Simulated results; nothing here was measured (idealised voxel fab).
process module | voxel transistor to metal
cross-section cut | 175 nm wide | cells 5 nm
A cross-section is a grid of square cells, given in bands from the top down. A band is one or more rows of cells.
Each band's line starts with the height of the band's top and of its bottom, in nm. Then come its materials from left to right, each with its width in nm. One material with "throughout" fills the band from edge to edge. "air" is empty space.
Height 0 is the level under which the wafer as received is all one material. The lowest band goes on downwards, as in "0 down".
A width such as "30 to 40" changes by the same amount from each row of cells to the next, from the band's top row to its bottom row.
"no change" after a step means that no cell of the cross-section changed.
closed voids: empty space of 8 cells or more with no open way to the top, each as width x height at its distance from the left edge, in nm
after a step's settings: what the simulator itself notes on the step
overlay nm, on a step with a mask: how far to the right of its planned place the mask lay; to the left if negative
plan
1 op RECEIVE | material Si
2 op CONFORMAL_DEP | material SiO2 | thk nm 5
3 op CONFORMAL_DEP | material SiN | thk nm 10
4 op DIRECTIONAL_DEP | material aC | thk nm 15
5 op PATTERN | tone cover | mask id ACTIVE | material resist | width nm 115 | thk nm 35 | overlay nm 0
6 op DIRECTIONAL_ETCH | etch materials aC | depth nm 15
7 op STRIP | etch materials resist
8 op DIRECTIONAL_ETCH | etch materials SiN | depth nm 10
9 op DIRECTIONAL_ETCH | etch materials SiO2 | depth nm 5
10 op DIRECTIONAL_ETCH | etch materials Si | depth nm 35
11 op STRIP | etch materials aC
12 op OXIDIZE | depth nm 5
13 op FILL_DEP | material SiO2 | thk nm 10
14 op CMP | height nm 15
15 op SELECTIVE_ETCH | etch materials SiO2 | depth nm 5
16 op STRIP | etch materials SiN
17 op SELECTIVE_ETCH | etch materials SiO2 | depth nm 5
18 op OXIDIZE | depth nm 5
19 op DIRECTIONAL_DEP | material polySi | thk nm 30
20 op DIRECTIONAL_DEP | material SiCN | thk nm 10
21 op DIRECTIONAL_DEP | material aC | thk nm 15
22 op PATTERN | tone cover | mask id GATE | material resist | width nm 25 | thk nm 30 | overlay nm 0
23 op DIRECTIONAL_ETCH | etch materials aC | depth nm 15
24 op STRIP | etch materials resist
25 op DIRECTIONAL_ETCH | etch materials SiCN | depth nm 20
26 op DIRECTIONAL_ETCH | etch materials polySi | depth nm 40
27 op STRIP | etch materials aC
28 op CONFORMAL_DEP | material SiN | thk nm 10
29 op DIRECTIONAL_ETCH | etch materials SiN | depth nm 10
30 op DIRECTIONAL_ETCH | etch materials SiO2 | depth nm 5
31 op DIRECTIONAL_ETCH | etch materials Si | depth nm 5
32 op EPI | material pSi | thk nm 5
33 op FILL_DEP | material SiO2 | thk nm 5
34 op CMP | height nm 30
35 op STRIP | etch materials polySi
36 op SELECTIVE_ETCH | etch materials SiO2 | depth nm 5
37 op CONFORMAL_DEP | material HfO2 | thk nm 5
38 op CONFORMAL_DEP | material TiN | thk nm 5
39 op FILL_DEP | material W | thk nm 10
40 op CMP | height nm 25
41 op DIRECTIONAL_DEP | material SiO2 | thk nm 15
42 op DIRECTIONAL_DEP | material aC | thk nm 15
43 op PATTERN | tone open | mask id CONTACT | material resist | width nm 15 | pitch nm 80 | thk nm 35 | overlay nm 0
44 op DIRECTIONAL_ETCH | etch materials aC | depth nm 15
45 op STRIP | etch materials resist
46 op DIRECTIONAL_ETCH | etch materials SiO2 | depth nm 45
47 op STRIP | etch materials aC
48 op CONFORMAL_DEP | material TiN | thk nm 5
49 op FILL_DEP | material Ru | thk nm 10
50 op CMP | height nm 40
51 op DIRECTIONAL_DEP | material TiN | thk nm 5
52 op DIRECTIONAL_DEP | material W | thk nm 15
53 op MASKED_ETCH | tone cover | mask id METAL_1 | width nm 15 | pitch nm 80 | etch materials W | depth nm 15 | overlay nm 0
54 op MASKED_ETCH | tone cover | mask id METAL_1 | width nm 15 | pitch nm 80 | etch materials TiN | depth nm 5 | overlay nm 0
55 op CONFORMAL_DEP | material SiN | thk nm 5
56 op FILL_DEP | material SiO2 | thk nm 10
57 op CMP | height nm 60
58 op CONFORMAL_DEP | material SiCN | thk nm 5
as received, after step 1
  0 down: Si throughout
  closed voids: none
a wafer at the end: this start, this plan, one mistake
  65 to 60: SiCN throughout
  60 to 45: SiO2 35 | SiN 5 | W 15 | SiN 5 | SiO2 55 | SiN 5 | W 15 | SiN 5 | SiO2 35
  45 to 40: SiN 40 | TiN 15 | SiN 65 | TiN 15 | SiN 40
  40 to 25: SiO2 40 | aC 5 | Ru 5 | aC 5 | SiO2 65 | aC 5 | Ru 5 | aC 5 | SiO2 40
  25 to 5: SiO2 40 | aC 5 | Ru 5 | aC 5 | SiO2 10 | SiN 10 | HfO2 5 | TiN 5 | W 5 | TiN 5 | HfO2 5 | SiN 10 | SiO2 10 | aC 5 | Ru 5 | aC 5 | SiO2 40
  5 to 0: SiO2 25 | SiN 10 | SiO2 5 | aC 5 | Ru 5 | aC 5 | SiO2 10 | SiN 10 | HfO2 5 | TiN 15 | HfO2 5 | SiN 10 | SiO2 10 | aC 5 | Ru 5 | aC 5 | SiO2 5 | SiN 10 | SiO2 25
  0 to -5: SiO2 40 | aC 15 | SiO2 5 | pSi 5 | SiO2 5 | HfO2 35 | SiO2 5 | pSi 5 | SiO2 5 | aC 15 | SiO2 40
  -5 to -10: SiO2 35 | pSi 30 | Si 45 | pSi 30 | SiO2 35
  -10 to -40: SiO2 35 | Si 105 | SiO2 35
  -40 down: Si throughout
  closed voids: none
what went wrong: step 48 ran as: op CONFORMAL_DEP | material aC | thk nm 5
